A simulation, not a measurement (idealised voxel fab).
process module | voxel self aligned vias
For reference, the cross-section in this document is cut, with width 270 nm and square cells of 5 nm.
Cross-section = grid of square cells, listed top down in bands; band = one or more rows.
What a band's entry tells you: where the top is and where the bottom is, as heights in nm, and after that what lies inside, material by material from left to right, each with its width in nm. Empty space is written as the word "air", and a single material marked with the word "full width" occupies the band from edge to edge.
The reference from which all heights are counted is 0, the level beneath which the as-received wafer is entirely one material; the lowest band, having no lower bound, proceeds downward and is written after the example "0 -> down".
Per-row width for "30 to 40": begins at first number (top row of band), ends at second number (bottom row), increment between rows held constant.
What does "nothing altered" mean for a step? It means no cell of the cross-section changed in that step.
The label "Internal closed voids" introduces a list of the empty spaces, 8 cells or larger, that have no open way up to the top; each entry in it reads width x height at distance, where the distance is taken from the left edge and all three are stated in nm.
The remark found on a step's line after its settings is issued by the simulator itself and pertains to that step.
"overlay nm", when on a step's line for a step with a mask, measures how far to the right of its planned place the mask lay; a negative measure means to the left.
### Planned process steps
| 1 | RECEIVE: material Si |
| 2 | CONFORMAL_DEP: material SiO2, thk nm 15 |
| 3 | CONFORMAL_DEP: material SiCN, thk nm 5 |
| 4 | DIRECTIONAL_DEP: material lowk, thk nm 30 |
| 5 | DIRECTIONAL_DEP: material aC, thk nm 10 |
| 6 | PATTERN: tone open, mask id LINES, material resist, width nm 20, pitch nm 50, thk nm 30, overlay nm 0 |
| 7 | DIRECTIONAL_ETCH: etch materials aC, depth nm 10 |
| 8 | STRIP: etch materials resist |
| 9 | DIRECTIONAL_ETCH: etch materials lowk, depth nm 30 |
| 10 | STRIP: etch materials aC |
| 11 | CONFORMAL_DEP: material TiN, thk nm 5 |
| 12 | FILL_DEP: material Ru, thk nm 10 |
| 13 | CMP: height nm 50 |
| 14 | SELECTIVE_ETCH: etch materials W Ru TiN, depth nm 10 |
| 15 | FILL_DEP: material SiN, thk nm 5 |
| 16 | CMP: height nm 50 |
| 17 | DIRECTIONAL_DEP: material lowk, thk nm 20 |
| 18 | DIRECTIONAL_DEP: material aC, thk nm 15 |
| 19 | PATTERN: tone open, mask id VIAS, material resist, width nm 30, pitch nm 50, thk nm 35, overlay nm 0 |
| 20 | DIRECTIONAL_ETCH: etch materials aC, depth nm 15 |
| 21 | STRIP: etch materials resist |
| 22 | DIRECTIONAL_ETCH: etch materials lowk, depth nm 20 |
| 23 | DIRECTIONAL_ETCH: etch materials SiN, depth nm 10 |
| 24 | STRIP: etch materials aC |
| 25 | CONFORMAL_DEP: material TiN, thk nm 5 |
| 26 | FILL_DEP: material W, thk nm 10 |
| 27 | CMP: height nm 70 |
| 28 | CONFORMAL_DEP: material SiN, thk nm 5 |
### Incoming wafer in cross-section (state: after step 1)
  0 -> down: Si full width
  Internal closed voids: none
### Run as planned - first of the two wafers cross-sectioned at the end of the module
  75 -> 70: SiN full width
  70 -> 55: lowk: 95; TiN: 5; W: 20; TiN: 5; lowk: 20; TiN: 5; W: 20; TiN: 5; lowk: 95
  55 -> 45: lowk: 95 to 100; TiN: 10 to 5; W: 10; TiN: 10 to 5; lowk: 20 to 30; TiN: 10 to 5; W: 10; TiN: 10 to 5; lowk: 95 to 100
  45 -> 40: lowk: 100; TiN: 20; lowk: 30; TiN: 20; lowk: 100
  40 -> 25: lowk: 100; TiN: 5; Ru: 10; TiN: 5; lowk: 30; TiN: 5; Ru: 10; TiN: 5; lowk: 100
  25 -> 20: lowk: 100; TiN: 20; lowk: 30; TiN: 20; lowk: 100
  20 -> 15: SiCN full width
  15 -> 0: SiO2 full width
  0 -> down: Si full width
  Internal closed voids: none
### Second wafer of the two, sectioned at the end of the module. It began like the first and followed the same plan, but one mistake was made while running it
  75 -> 70: SiN full width
  70 -> 45: lowk: 95; TiN: 5; W: 20; TiN: 5; lowk: 20; TiN: 5; W: 20; TiN: 5; lowk: 95
  45 -> 40: lowk: 95; TiN: 30; lowk: 20; TiN: 30; lowk: 95
  40 -> 30: lowk: 95; TiN: 10; Ru: 10; TiN: 10; lowk: 20; TiN: 10; Ru: 10; TiN: 10; lowk: 95
  30 -> 25: lowk: 100; TiN: 5; Ru: 10; TiN: 5; lowk: 30; TiN: 5; Ru: 10; TiN: 5; lowk: 100
  25 -> 20: lowk: 100; TiN: 20; lowk: 30; TiN: 20; lowk: 100
  20 -> 15: SiCN full width
  15 -> 0: SiO2 full width
  0 -> down: Si full width
  Internal closed voids: none
What was the processing mistake? step 22 in the plan was executed twice
Per the end-of-run cell counts, the second wafer holds more or fewer of some materials than the first: +8 TiN, +8 W, -16 lowk
